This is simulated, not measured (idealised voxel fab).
process module | voxel capacitor over wiring
cross-section cut | 170 nm wide | cells 5 nm
A cross-section is a grid of square cells, given in bands from the top down. A band is one or more rows of cells.
Each band's line starts with the height of the band's top and of its bottom, in nm. Then come its materials from left to right, each with its width in nm. One material with "throughout" fills the band from edge to edge. "air" is empty space.
Height 0 is the level under which the wafer as received is all one material. The lowest band goes on downwards, as in "0 down".
A width such as "30 to 40" changes by the same amount from each row of cells to the next, from the band's top row to its bottom row.
"no change" after a step means that no cell of the cross-section changed.
closed voids: empty space of 8 cells or more with no open way to the top, each as width x height at its distance from the left edge, in nm
after a step's settings: what the simulator itself notes on the step
overlay nm, on a step with a mask: how far to the right of its planned place the mask lay; to the left if negative
plan
1 op RECEIVE | material Si
2 op CONFORMAL_DEP | material SiO2 | thk nm 10
3 op CONFORMAL_DEP | material SiN | thk nm 5
4 op DIRECTIONAL_DEP | material lowk | thk nm 20
5 op PATTERN | tone open | mask id METAL_1 | material resist | width nm 25 | pitch nm 90 | thk nm 20 | overlay nm 0
6 op DIRECTIONAL_ETCH | etch materials lowk | depth nm 20
7 op DIRECTIONAL_ETCH | etch materials SiN | depth nm 5
8 op STRIP | etch materials resist
9 op CONFORMAL_DEP | material TiN | thk nm 5
10 op FILL_DEP | material Ru | thk nm 5
11 op CMP | height nm 35
12 op CONFORMAL_DEP | material SiCN | thk nm 5
13 op DIRECTIONAL_DEP | material lowk | thk nm 20
14 op MASKED_ETCH | tone open | mask id PLUG_1 | width nm 15 | etch materials lowk | depth nm 20 | overlay nm 0
15 op MASKED_ETCH | tone open | mask id PLUG_1 | width nm 15 | etch materials SiCN | depth nm 5 | overlay nm 0
16 op CONFORMAL_DEP | material TiN | thk nm 5
17 op FILL_DEP | material Ru | thk nm 5
18 op CMP | height nm 60
19 op DIRECTIONAL_DEP | material TiN | thk nm 5
20 op DIRECTIONAL_DEP | material SiN | thk nm 5
21 op DIRECTIONAL_DEP | material TiN | thk nm 10
22 op MASKED_ETCH | tone cover | mask id UPPER_PLATE | width nm 70 | etch materials TiN | depth nm 10 | overlay nm 0
23 op MASKED_ETCH | tone cover | mask id UPPER_PLATE | width nm 70 | etch materials SiN | depth nm 5 | overlay nm -15
24 op MASKED_ETCH | tone cover | mask id LOWER_PLATE | width nm 80 | etch materials TiN | depth nm 5 | overlay nm 0
25 op FILL_DEP | material SiO2 | thk nm 20
26 op CMP | height nm 95
27 op PATTERN | tone open | mask id PLUG_2 | material resist | width nm 15 | thk nm 15 | overlay nm 0
28 op DIRECTIONAL_ETCH | etch materials SiO2 | depth nm 15
29 op STRIP | etch materials resist
30 op CONFORMAL_DEP | material TiN | thk nm 5
31 op FILL_DEP | material Ru | thk nm 5
32 op CMP | height nm 95
33 op CONFORMAL_DEP | material SiCN | thk nm 5
varied across the wafers: overlay nm of step 23. The plan shows the first wafer's value. All wafers start alike
first wafer as received, after step 1
  0 down: Si throughout
  closed voids: none
each wafer at the end: cells of each material gained (+) or lost (-) since it was received, then its closed voids
overlay nm -15 | +30 Ru | +65 SiCN | +41 SiN | +234 SiO2 | +90 TiN | +220 lowk | closed voids: none
overlay nm -10 | +30 Ru | +65 SiCN | +40 SiN | +236 SiO2 | +89 TiN | +220 lowk | closed voids: none
overlay nm -5 | +30 Ru | +65 SiCN | +39 SiN | +238 SiO2 | +88 TiN | +220 lowk | closed voids: none
overlay nm 0 | +30 Ru | +65 SiCN | +38 SiN | +239 SiO2 | +88 TiN | +220 lowk | closed voids: none
overlay nm 5 | +30 Ru | +65 SiCN | +39 SiN | +238 SiO2 | +88 TiN | +220 lowk | closed voids: none
overlay nm 10 | +30 Ru | +65 SiCN | +40 SiN | +236 SiO2 | +89 TiN | +220 lowk | closed voids: none
overlay nm 15 | +30 Ru | +65 SiCN | +41 SiN | +234 SiO2 | +90 TiN | +220 lowk | closed voids: none
